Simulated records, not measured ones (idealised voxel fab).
You're looking at the process module voxel self aligned contacts.
The width of the displayed cross-section, cut, is 225 nm; its cells are square, with a size of 5 nm.
Bands, listed from the top down, are how a cross-section gets written in this document; the cross-section itself is a grid of square cells, and a band is one or more rows of them. Quick guide to a band line: top height, bottom height (nm) up front; then every material left to right with its width in nm. Only one material and it's marked "all across"? Then it fills the band edge to edge. And "empty" just means empty space. Heads up on the height convention: 0 is the point under which the incoming wafer is all one material, and the lowest band has no bottom, it just keeps going down, like "0 -> down". When a width is written as two numbers, as in "30 to 40", the first number is the width in the top row of cells of the band and the second is the width in its bottom row, and the width changes by the same amount from each row to the next. "remained unchanged" after a step means that no cell of the cross-section changed. Empty spaces counting at least 8 cells and having no open way to the top are listed in "Catalogued sealed voids". The notation width x height at distance is used for each, the distance being from the left edge and all three values in nm. If you see something after the settings on a step's line, that's the simulator's own remark about that step. A step's line can hold "overlay nm"; with a mask on that step, the setting says how far right of the planned place the mask lay, while a negative setting says it lay to the left.

List of planned process steps
- 1: op RECEIVE | material Si
- 2: op OXIDIZE | depth nm 5
- 3: op DIRECTIONAL_DEP | material polySi | thk nm 30
- 4: op DIRECTIONAL_DEP | material SiN | thk nm 20
- 5: op PATTERN | tone cover | mask id GATE | material resist | width nm 35 | pitch nm 70 | thk nm 20 | overlay nm 0
- 6: op DIRECTIONAL_ETCH | etch materials SiN | depth nm 20
- 7: op DIRECTIONAL_ETCH | etch materials polySi | depth nm 30
- 8: op STRIP | etch materials resist
- 9: op CONFORMAL_DEP | material SiN | thk nm 5
- 10: op DIRECTIONAL_ETCH | etch materials SiN | depth nm 5
- 11: op FILL_DEP | material SiO2 | thk nm 20
- 12: op CMP | height nm 60
- 13: op DIRECTIONAL_DEP | material aC | thk nm 10
- 14: op PATTERN | tone open | mask id CONTACT | material resist | width nm 55 | pitch nm 70 | thk nm 25 | overlay nm 0
- 15: op DIRECTIONAL_ETCH | etch materials aC | depth nm 10
- 16: op STRIP | etch materials resist
- 17: op DIRECTIONAL_ETCH | etch materials SiO2 | depth nm 65
- 18: op STRIP | etch materials aC
- 19: op CONFORMAL_DEP | material TiN | thk nm 5
- 20: op FILL_DEP | material W | thk nm 5
- 21: op CMP | height nm 60
- 22: op CONFORMAL_DEP | material SiN | thk nm 5

The cross-section here shows the wafer as received, i.e. in its state after step 1
- 0 -> down | Si all across
- Catalogued sealed voids: none

First wafer at the end, as planned
- 65 -> 60 | SiN all across
- 60 -> 50 | 50 SiO2; 5 to 20 TiN; 45 to 15 W; 5 to 20 TiN; 15 SiO2; 5 to 20 TiN; 45 to 15 W; 5 to 20 TiN; 50 SiO2
- 50 -> 30 | 20 SiO2; 45 SiN; 5 TiN; 15 W; 5 TiN; 45 SiN; 5 TiN; 15 W; 5 TiN; 45 SiN; 20 SiO2
- 30 -> 0 | 20 SiO2; 5 SiN; 35 polySi; 5 SiN; 5 TiN; 15 W; 5 TiN; 5 SiN; 35 polySi; 5 SiN; 5 TiN; 15 W; 5 TiN; 5 SiN; 35 polySi; 5 SiN; 20 SiO2
- 0 -> -5 | 65 SiO2; 25 TiN; 45 SiO2; 25 TiN; 65 SiO2
- -5 -> down | Si all across
- Catalogued sealed voids: none

Cross-sectional view: second of two wafers, end of module; start and plan identical to the first, one mistake in running
- 65 -> 60 | SiN all across
- 60 -> 35 | 20 SiO2; 5 SiN; 35 polySi; 5 SiN; 5 TiN; 15 W; 5 TiN; 5 SiN; 35 polySi; 5 SiN; 5 TiN; 15 W; 5 TiN; 5 SiN; 35 polySi; 5 SiN; 20 SiO2
- 35 -> 30 | 20 SiO2; 5 SiN; 35 polySi; 5 SiN; 25 TiN; 5 SiN; 35 polySi; 5 SiN; 25 TiN; 5 SiN; 35 polySi; 5 SiN; 20 SiO2
- 30 -> 0 | polySi all across
- 0 -> -5 | SiO2 all across
- -5 -> down | Si all across
- Catalogued sealed voids: none
Processing error: step 3 from the plan got run twice
Heads up, by the end the second wafer has more or fewer cells of some materials compared to the first: 108 fewer of SiN; 68 fewer of SiO2; 40 fewer of TiN; 54 fewer of W; 270 more of polySi
